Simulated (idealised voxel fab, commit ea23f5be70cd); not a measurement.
Process module, titled voxel gate over fins
Pictured: cross-section cut, 215 nm wide, on a grid of 5 nm square cells.
Heads up, the way a cross-section reads in here is a grid of square cells, handed over as bands from the top down, with every band being one or more rows of cells.
Top, bottom (nm), then materials left to right with widths (nm); lone material tagged "everywhere" fills the whole band edge to edge; "air" = empty space.
Ref level 0: as-received wafer is one material below here. Bottom band extends down with no lower bound ("0..down").
With a width like "30->40", each row of cells in the band differs from the next by the same amount, the top row carrying the first number and the bottom row the second.
"everything unchanged" (step): cross-section cells unchanged, all of them.
Empty spaces counting at least 8 cells and having no open way to the top are listed in "Tabulated closed voids". The notation width x height at distance is used for each, the distance being from the left edge and all three values in nm.
Text after the settings on a step's line: the simulator's own remark on that step.
Among the settings permitted on a step's line is "overlay nm"; applied to a step with a mask, it specifies the extent to which the mask lay to the right of its planned position, whereas a negative figure signifies a position to the left.

## Listed below are the process steps as planned
- 1: RECEIVE with material Si
- 2: CONFORMAL_DEP with material SiN, thk nm 5
- 3: PATTERN with tone cover, mask id FINS, material resist, width nm 15, pitch nm 50, thk nm 20, overlay nm 0
- 4: DIRECTIONAL_ETCH with etch materials SiN, depth nm 5
- 5: DIRECTIONAL_ETCH with etch materials Si, depth nm 40
- 6: STRIP with etch materials resist
- 7: FILL_DEP with material SiO2, thk nm 5
- 8: CMP with height nm 5
- 9: PATTERN with tone open, mask id RAIL, material resist, width nm 15, thk nm 20, overlay nm 0
- 10: DIRECTIONAL_ETCH with etch materials SiO2, depth nm 40
- 11: STRIP with etch materials resist
- 12: CONFORMAL_DEP with material TiN, thk nm 5
- 13: FILL_DEP with material Ru, thk nm 10
- 14: CMP with height nm 5
- 15: SELECTIVE_ETCH with etch materials W Ru TiN, depth nm 25
- 16: FILL_DEP with material SiO2, thk nm 5
- 17: CMP with height nm 5
- 18: SELECTIVE_ETCH with etch materials SiO2, depth nm 15
- 19: STRIP with etch materials SiN
- 20: CONFORMAL_DEP with material HfO2, thk nm 5
- 21: CONFORMAL_DEP with material TiN, thk nm 5
- 22: CONFORMAL_DEP with material TiAl, thk nm 5
- 23: CONFORMAL_DEP with material TiN, thk nm 5
- 24: FILL_DEP with material W, thk nm 10
- 25: CMP with height nm 25
- 26: CONFORMAL_DEP with material SiN, thk nm 5

## Account of the first of two wafers, which was processed as intended

## Cross-section of the incoming wafer, state after step 1
* 0..down | Si everywhere
* Tabulated closed voids: none

## State of the wafer after step 2, shown in cross-section
* 5..0 | SiN everywhere
* Under 0: no change, same as before.

## State of the wafer after step 3, shown in cross-section
* 25..5 | 25 of air, then 15 of resist, then 35 of air, then 15 of resist, then 35 of air, then 15 of resist, then 35 of air, then 15 of resist, then 25 of air
* Under 5: no change, same as before.

## State of the wafer after step 4, shown in cross-section
* 25..5 | 25 of air, then 15 of resist, then 35 of air, then 15 of resist, then 35 of air, then 15 of resist, then 35 of air, then 15 of resist, then 25 of air
* 5..0 | 25 of air, then 15 of SiN, then 35 of air, then 15 of SiN, then 35 of air, then 15 of SiN, then 35 of air, then 15 of SiN, then 25 of air
* Under 0: no change, same as before.

## State of the wafer after step 5, shown in cross-section
* 25..5 | 25 of air, then 15 of resist, then 35 of air, then 15 of resist, then 35 of air, then 15 of resist, then 35 of air, then 15 of resist, then 25 of air
* 5..0 | 25 of air, then 15 of SiN, then 35 of air, then 15 of SiN, then 35 of air, then 15 of SiN, then 35 of air, then 15 of SiN, then 25 of air
* 0..-40 | 25 of air, then 15 of Si, then 35 of air, then 15 of Si, then 35 of air, then 15 of Si, then 35 of air, then 15 of Si, then 25 of air
* Under -40: no change, same as before.

## State of the wafer after step 6, shown in cross-section
* 5..0 | 25 of air, then 15 of SiN, then 35 of air, then 15 of SiN, then 35 of air, then 15 of SiN, then 35 of air, then 15 of SiN, then 25 of air
* Under 0: no change, same as before.

## State of the wafer after step 7, shown in cross-section
* 10..5 | SiO2 everywhere
* 5..0 | 25 of SiO2, then 15 of SiN, then 35 of SiO2, then 15 of SiN, then 35 of SiO2, then 15 of SiN, then 35 of SiO2, then 15 of SiN, then 25 of SiO2
* 0..-40 | 25 of SiO2, then 15 of Si, then 35 of SiO2, then 15 of Si, then 35 of SiO2, then 15 of Si, then 35 of SiO2, then 15 of Si, then 25 of SiO2
* Under -40: no change, same as before.

## State of the wafer after step 8, shown in cross-section
* 5..0 | 25 of SiO2, then 15 of SiN, then 35 of SiO2, then 15 of SiN, then 35 of SiO2, then 15 of SiN, then 35 of SiO2, then 15 of SiN, then 25 of SiO2
* Under 0: no change, same as before.

## State of the wafer after step 9, shown in cross-section
* 25..5 | 50 of resist, then 15 of air, then 150 of resist
* Under 5: no change, same as before.

## State of the wafer after step 10, shown in cross-section
* 25..5 | 50 of resist, then 15 of air, then 150 of resist
* 5..0 | 25 of SiO2, then 15 of SiN, then 10 of SiO2, then 15 of air, then 10 of SiO2, then 15 of SiN, then 35 of SiO2, then 15 of SiN, then 35 of SiO2, then 15 of SiN, then 25 of SiO2
* 0..-35 | 25 of SiO2, then 15 of Si, then 10 of SiO2, then 15 of air, then 10 of SiO2, then 15 of Si, then 35 of SiO2, then 15 of Si, then 35 of SiO2, then 15 of Si, then 25 of SiO2
* Under -35: no change, same as before.

## State of the wafer after step 11, shown in cross-section
* 5..0 | 25 of SiO2, then 15 of SiN, then 10 of SiO2, then 15 of air, then 10 of SiO2, then 15 of SiN, then 35 of SiO2, then 15 of SiN, then 35 of SiO2, then 15 of SiN, then 25 of SiO2
* Under 0: no change, same as before.

## State of the wafer after step 12, shown in cross-section
* 10..5 | 55 of TiN, then 5 of air, then 155 of TiN
* 5..0 | 25 of SiO2, then 15 of SiN, then 10 of SiO2, then 5 of TiN, then 5 of air, then 5 of TiN, then 10 of SiO2, then 15 of SiN, then 35 of SiO2, then 15 of SiN, then 35 of SiO2, then 15 of SiN, then 25 of SiO2
* 0..-30 | 25 of SiO2, then 15 of Si, then 10 of SiO2, then 5 of TiN, then 5 of air, then 5 of TiN, then 10 of SiO2, then 15 of Si, then 35 of SiO2, then 15 of Si, then 35 of SiO2, then 15 of Si, then 25 of SiO2
* -30..-35 | 25 of SiO2, then 15 of Si, then 10 of SiO2, then 15 of TiN, then 10 of SiO2, then 15 of Si, then 35 of SiO2, then 15 of Si, then 35 of SiO2, then 15 of Si, then 25 of SiO2
* Under -35: no change, same as before.

## State of the wafer after step 13, shown in cross-section
* 20..10 | Ru everywhere
* 10..5 | 55 of TiN, then 5 of Ru, then 155 of TiN
* 5..0 | 25 of SiO2, then 15 of SiN, then 10 of SiO2, then 5 of TiN, then 5 of Ru, then 5 of TiN, then 10 of SiO2, then 15 of SiN, then 35 of SiO2, then 15 of SiN, then 35 of SiO2, then 15 of SiN, then 25 of SiO2
* 0..-30 | 25 of SiO2, then 15 of Si, then 10 of SiO2, then 5 of TiN, then 5 of Ru, then 5 of TiN, then 10 of SiO2, then 15 of Si, then 35 of SiO2, then 15 of Si, then 35 of SiO2, then 15 of Si, then 25 of SiO2
* Under -30: no change, same as before.

## State of the wafer after step 14, shown in cross-section
* 5..0 | 25 of SiO2, then 15 of SiN, then 10 of SiO2, then 5 of TiN, then 5 of Ru, then 5 of TiN, then 10 of SiO2, then 15 of SiN, then 35 of SiO2, then 15 of SiN, then 35 of SiO2, then 15 of SiN, then 25 of SiO2
* Under 0: no change, same as before.

## State of the wafer after step 15, shown in cross-section
* 5..0 | 25 of SiO2, then 15 of SiN, then 10 of SiO2, then 15 of air, then 10 of SiO2, then 15 of SiN, then 35 of SiO2, then 15 of SiN, then 35 of SiO2, then 15 of SiN, then 25 of SiO2
* 0..-20 | 25 of SiO2, then 15 of Si, then 10 of SiO2, then 15 of air, then 10 of SiO2, then 15 of Si, then 35 of SiO2, then 15 of Si, then 35 of SiO2, then 15 of Si, then 25 of SiO2
* Under -20: no change, same as before.

## State of the wafer after step 16, shown in cross-section
* 10..5 | SiO2 everywhere
* 5..0 | 25 of SiO2, then 15 of SiN, then 35 of SiO2, then 15 of SiN, then 35 of SiO2, then 15 of SiN, then 35 of SiO2, then 15 of SiN, then 25 of SiO2
* 0..-20 | 25 of SiO2, then 15 of Si, then 35 of SiO2, then 15 of Si, then 35 of SiO2, then 15 of Si, then 35 of SiO2, then 15 of Si, then 25 of SiO2
* Under -20: no change, same as before.

## State of the wafer after step 17, shown in cross-section
* 5..0 | 25 of SiO2, then 15 of SiN, then 35 of SiO2, then 15 of SiN, then 35 of SiO2, then 15 of SiN, then 35 of SiO2, then 15 of SiN, then 25 of SiO2
* Under 0: no change, same as before.

## State of the wafer after step 18, shown in cross-section
* 5..0 | 25 of air, then 15 of SiN, then 35 of air, then 15 of SiN, then 35 of air, then 15 of SiN, then 35 of air, then 15 of SiN, then 25 of air
* 0..-10 | 25 of air, then 15 of Si, then 35 of air, then 15 of Si, then 35 of air, then 15 of Si, then 35 of air, then 15 of Si, then 25 of air
* Under -10: no change, same as before.

## State of the wafer after step 19, shown in cross-section
* 0..-10 | 25 of air, then 15 of Si, then 35 of air, then 15 of Si, then 35 of air, then 15 of Si, then 35 of air, then 15 of Si, then 25 of air
* Under -10: no change, same as before.

## State of the wafer after step 20, shown in cross-section
* 5..0 | 20 of air, then 25 of HfO2, then 25 of air, then 25 of HfO2, then 25 of air, then 25 of HfO2, then 25 of air, then 25 of HfO2, then 20 of air
* 0..-5 | 20 of air, then 5 of HfO2, then 15 of Si, then 5 of HfO2, then 25 of air, then 5 of HfO2, then 15 of Si, then 5 of HfO2, then 25 of air, then 5 of HfO2, then 15 of Si, then 5 of HfO2, then 25 of air, then 5 of HfO2, then 15 of Si, then 5 of HfO2, then 20 of air
* -5..-10 | 25 of HfO2, then 15 of Si, then 35 of HfO2, then 15 of Si, then 35 of HfO2, then 15 of Si, then 35 of HfO2, then 15 of Si, then 25 of HfO2
* Under -10: no change, same as before.

## State of the wafer after step 21, shown in cross-section
* 10..5 | 15 of air, then 35 of TiN, then 15 of air, then 35 of TiN, then 15 of air, then 35 of TiN, then 15 of air, then 35 of TiN, then 15 of air
* 5..0 | 15 of air, then 5 of TiN, then 25 of HfO2, then 5 of TiN, then 15 of air, then 5 of TiN, then 25 of HfO2, then 5 of TiN, then 15 of air, then 5 of TiN, then 25 of HfO2, then 5 of TiN, then 15 of air, then 5 of TiN, then 25 of HfO2, then 5 of TiN, then 15 of air
* 0..-5 | 20 of TiN, then 5 of HfO2, then 15 of Si, then 5 of HfO2, then 25 of TiN, then 5 of HfO2, then 15 of Si, then 5 of HfO2, then 25 of TiN, then 5 of HfO2, then 15 of Si, then 5 of HfO2, then 25 of TiN, then 5 of HfO2, then 15 of Si, then 5 of HfO2, then 20 of TiN
* Under -5: no change, same as before.

## State of the wafer after step 22, shown in cross-section
* 15..10 | 10 of air, then 45 of TiAl, then 5 of air, then 45 of TiAl, then 5 of air, then 45 of TiAl, then 5 of air, then 45 of TiAl, then 10 of air
* 10..5 | 10 of air, then 5 of TiAl, then 35 of TiN, then 5 of TiAl, then 5 of air, then 5 of TiAl, then 35 of TiN, then 5 of TiAl, then 5 of air, then 5 of TiAl, then 35 of TiN, then 5 of TiAl, then 5 of air, then 5 of TiAl, then 35 of TiN, then 5 of TiAl, then 10 of air
* 5..0 | 15 of TiAl, then 5 of TiN, then 25 of HfO2, then 5 of TiN, then 15 of TiAl, then 5 of TiN, then 25 of HfO2, then 5 of TiN, then 15 of TiAl, then 5 of TiN, then 25 of HfO2, then 5 of TiN, then 15 of TiAl, then 5 of TiN, then 25 of HfO2, then 5 of TiN, then 15 of TiAl
* Under 0: no change, same as before.

## State of the wafer after step 23, shown in cross-section
* 20..15 | 5 of air, then 205 of TiN, then 5 of air
* 15..10 | 5 of air, then 5 of TiN, then 45 of TiAl, then 5 of TiN, then 45 of TiAl, then 5 of TiN, then 45 of TiAl, then 5 of TiN, then 45 of TiAl, then 5 of TiN, then 5 of air
* 10..5 | 10 of TiN, then 5 of TiAl, then 35 of TiN, then 5 of TiAl, then 5 of TiN, then 5 of TiAl, then 35 of TiN, then 5 of TiAl, then 5 of TiN, then 5 of TiAl, then 35 of TiN, then 5 of TiAl, then 5 of TiN, then 5 of TiAl, then 35 of TiN, then 5 of TiAl, then 10 of TiN
* Under 5: no change, same as before.

## State of the wafer after step 24, shown in cross-section
* 30..20 | W everywhere
* 20..15 | 5 of W, then 205 of TiN, then 5 of W
* 15..10 | 5 of W, then 5 of TiN, then 45 of TiAl, then 5 of TiN, then 45 of TiAl, then 5 of TiN, then 45 of TiAl, then 5 of TiN, then 45 of TiAl, then 5 of TiN, then 5 of W
* Under 10: no change, same as before.

## State of the wafer after step 25, shown in cross-section
* 25..20 | W everywhere
* Under 20: no change, same as before.

## State of the wafer after step 26, shown in cross-section
* 30..25 | SiN everywhere
* Under 25: no change, same as before.

## Second Wafer (Identical Start and Plan, One Processing Error; Matches First Wafer Through Step 8)

## Planned end of step 9: second wafer, cross-section
* 25..5 | 50 of resist, then 20 of air, then 145 of resist
* Under 5: no change, same as before.

## Planned end of step 10: second wafer, cross-section
* 25..5 | 50 of resist, then 20 of air, then 145 of resist
* 5..0 | 25 of SiO2, then 15 of SiN, then 10 of SiO2, then 20 of air, then 5 of SiO2, then 15 of SiN, then 35 of SiO2, then 15 of SiN, then 35 of SiO2, then 15 of SiN, then 25 of SiO2
* 0..-35 | 25 of SiO2, then 15 of Si, then 10 of SiO2, then 20 of air, then 5 of SiO2, then 15 of Si, then 35 of SiO2, then 15 of Si, then 35 of SiO2, then 15 of Si, then 25 of SiO2
* Under -35: no change, same as before.

## Planned end of step 11: second wafer, cross-section
* 5..0 | 25 of SiO2, then 15 of SiN, then 10 of SiO2, then 20 of air, then 5 of SiO2, then 15 of SiN, then 35 of SiO2, then 15 of SiN, then 35 of SiO2, then 15 of SiN, then 25 of SiO2
* Under 0: no change, same as before.

## Planned end of step 12: second wafer, cross-section
* 10..5 | 55 of TiN, then 10 of air, then 150 of TiN
* 5..0 | 25 of SiO2, then 15 of SiN, then 10 of SiO2, then 5 of TiN, then 10 of air, then 5 of TiN, then 5 of SiO2, then 15 of SiN, then 35 of SiO2, then 15 of SiN, then 35 of SiO2, then 15 of SiN, then 25 of SiO2
* 0..-30 | 25 of SiO2, then 15 of Si, then 10 of SiO2, then 5 of TiN, then 10 of air, then 5 of TiN, then 5 of SiO2, then 15 of Si, then 35 of SiO2, then 15 of Si, then 35 of SiO2, then 15 of Si, then 25 of SiO2
* -30..-35 | 25 of SiO2, then 15 of Si, then 10 of SiO2, then 20 of TiN, then 5 of SiO2, then 15 of Si, then 35 of SiO2, then 15 of Si, then 35 of SiO2, then 15 of Si, then 25 of SiO2
* Under -35: no change, same as before.

## Planned end of step 13: second wafer, cross-section
* 20..10 | Ru everywhere
* 10..5 | 55 of TiN, then 10 of Ru, then 150 of TiN
* 5..0 | 25 of SiO2, then 15 of SiN, then 10 of SiO2, then 5 of TiN, then 10 of Ru, then 5 of TiN, then 5 of SiO2, then 15 of SiN, then 35 of SiO2, then 15 of SiN, then 35 of SiO2, then 15 of SiN, then 25 of SiO2
* 0..-30 | 25 of SiO2, then 15 of Si, then 10 of SiO2, then 5 of TiN, then 10 of Ru, then 5 of TiN, then 5 of SiO2, then 15 of Si, then 35 of SiO2, then 15 of Si, then 35 of SiO2, then 15 of Si, then 25 of SiO2
* Under -30: no change, same as before.

## Planned end of step 14: second wafer, cross-section
* 5..0 | 25 of SiO2, then 15 of SiN, then 10 of SiO2, then 5 of TiN, then 10 of Ru, then 5 of TiN, then 5 of SiO2, then 15 of SiN, then 35 of SiO2, then 15 of SiN, then 35 of SiO2, then 15 of SiN, then 25 of SiO2
* Under 0: no change, same as before.

## Planned end of step 15: second wafer, cross-section
* 5..0 | 25 of SiO2, then 15 of SiN, then 10 of SiO2, then 20 of air, then 5 of SiO2, then 15 of SiN, then 35 of SiO2, then 15 of SiN, then 35 of SiO2, then 15 of SiN, then 25 of SiO2
* 0..-20 | 25 of SiO2, then 15 of Si, then 10 of SiO2, then 20 of air, then 5 of SiO2, then 15 of Si, then 35 of SiO2, then 15 of Si, then 35 of SiO2, then 15 of Si, then 25 of SiO2
* Under -20: no change, same as before.

## Planned end of step 16: second wafer, cross-section
* 10..5 | SiO2 everywhere
* 5..0 | 25 of SiO2, then 15 of SiN, then 35 of SiO2, then 15 of SiN, then 35 of SiO2, then 15 of SiN, then 35 of SiO2, then 15 of SiN, then 25 of SiO2
* 0..-20 | 25 of SiO2, then 15 of Si, then 35 of SiO2, then 15 of Si, then 35 of SiO2, then 15 of Si, then 35 of SiO2, then 15 of Si, then 25 of SiO2
* Under -20: no change, same as before.

## Planned end of step 17: second wafer, cross-section
* 5..0 | 25 of SiO2, then 15 of SiN, then 35 of SiO2, then 15 of SiN, then 35 of SiO2, then 15 of SiN, then 35 of SiO2, then 15 of SiN, then 25 of SiO2
* Under 0: no change, same as before.

## Planned end of step 18: second wafer, cross-section
* 5..0 | 25 of air, then 15 of SiN, then 35 of air, then 15 of SiN, then 35 of air, then 15 of SiN, then 35 of air, then 15 of SiN, then 25 of air
* 0..-10 | 25 of air, then 15 of Si, then 35 of air, then 15 of Si, then 35 of air, then 15 of Si, then 35 of air, then 15 of Si, then 25 of air
* Under -10: no change, same as before.

## Planned end of step 19: second wafer, cross-section
* 0..-10 | 25 of air, then 15 of Si, then 35 of air, then 15 of Si, then 35 of air, then 15 of Si, then 35 of air, then 15 of Si, then 25 of air
* Under -10: no change, same as before.

## Planned end of step 20: second wafer, cross-section
* 5..0 | 20 of air, then 25 of HfO2, then 25 of air, then 25 of HfO2, then 25 of air, then 25 of HfO2, then 25 of air, then 25 of HfO2, then 20 of air
* 0..-5 | 20 of air, then 5 of HfO2, then 15 of Si, then 5 of HfO2, then 25 of air, then 5 of HfO2, then 15 of Si, then 5 of HfO2, then 25 of air, then 5 of HfO2, then 15 of Si, then 5 of HfO2, then 25 of air, then 5 of HfO2, then 15 of Si, then 5 of HfO2, then 20 of air
* -5..-10 | 25 of HfO2, then 15 of Si, then 35 of HfO2, then 15 of Si, then 35 of HfO2, then 15 of Si, then 35 of HfO2, then 15 of Si, then 25 of HfO2
* Under -10: no change, same as before.

## Planned end of step 21: second wafer, cross-section
* 10..5 | 15 of air, then 35 of TiN, then 15 of air, then 35 of TiN, then 15 of air, then 35 of TiN, then 15 of air, then 35 of TiN, then 15 of air
* 5..0 | 15 of air, then 5 of TiN, then 25 of HfO2, then 5 of TiN, then 15 of air, then 5 of TiN, then 25 of HfO2, then 5 of TiN, then 15 of air, then 5 of TiN, then 25 of HfO2, then 5 of TiN, then 15 of air, then 5 of TiN, then 25 of HfO2, then 5 of TiN, then 15 of air
* 0..-5 | 20 of TiN, then 5 of HfO2, then 15 of Si, then 5 of HfO2, then 25 of TiN, then 5 of HfO2, then 15 of Si, then 5 of HfO2, then 25 of TiN, then 5 of HfO2, then 15 of Si, then 5 of HfO2, then 25 of TiN, then 5 of HfO2, then 15 of Si, then 5 of HfO2, then 20 of TiN
* Under -5: no change, same as before.

## Planned end of step 22: second wafer, cross-section
* 15..10 | 10 of air, then 45 of TiAl, then 5 of air, then 45 of TiAl, then 5 of air, then 45 of TiAl, then 5 of air, then 45 of TiAl, then 10 of air
* 10..5 | 10 of air, then 5 of TiAl, then 35 of TiN, then 5 of TiAl, then 5 of air, then 5 of TiAl, then 35 of TiN, then 5 of TiAl, then 5 of air, then 5 of TiAl, then 35 of TiN, then 5 of TiAl, then 5 of air, then 5 of TiAl, then 35 of TiN, then 5 of TiAl, then 10 of air
* 5..0 | 15 of TiAl, then 5 of TiN, then 25 of HfO2, then 5 of TiN, then 15 of TiAl, then 5 of TiN, then 25 of HfO2, then 5 of TiN, then 15 of TiAl, then 5 of TiN, then 25 of HfO2, then 5 of TiN, then 15 of TiAl, then 5 of TiN, then 25 of HfO2, then 5 of TiN, then 15 of TiAl
* Under 0: no change, same as before.

## Planned end of step 23: second wafer, cross-section
* 20..15 | 5 of air, then 205 of TiN, then 5 of air
* 15..10 | 5 of air, then 5 of TiN, then 45 of TiAl, then 5 of TiN, then 45 of TiAl, then 5 of TiN, then 45 of TiAl, then 5 of TiN, then 45 of TiAl, then 5 of TiN, then 5 of air
* 10..5 | 10 of TiN, then 5 of TiAl, then 35 of TiN, then 5 of TiAl, then 5 of TiN, then 5 of TiAl, then 35 of TiN, then 5 of TiAl, then 5 of TiN, then 5 of TiAl, then 35 of TiN, then 5 of TiAl, then 5 of TiN, then 5 of TiAl, then 35 of TiN, then 5 of TiAl, then 10 of TiN
* Under 5: no change, same as before.

## Planned end of step 24: second wafer, cross-section
* 30..20 | W everywhere
* 20..15 | 5 of W, then 205 of TiN, then 5 of W
* 15..10 | 5 of W, then 5 of TiN, then 45 of TiAl, then 5 of TiN, then 45 of TiAl, then 5 of TiN, then 45 of TiAl, then 5 of TiN, then 45 of TiAl, then 5 of TiN, then 5 of W
* Under 10: no change, same as before.

## Planned end of step 25: second wafer, cross-section
* 25..20 | W everywhere
* Under 20: no change, same as before.

## Planned end of step 26: second wafer, cross-section
* 30..25 | SiN everywhere
* Under 25: no change, same as before.
Deviation from plan: step 9 was not run as planned; what actually ran was PATTERN with tone open, mask id RAIL, material resist, width nm 20, thk nm 20, overlay nm 0
Once processing is complete, comparing cell counts shows that the second wafer has more or fewer of certain materials than the first: Ru: 2 more; SiO2: 3 fewer; TiN: 1 more
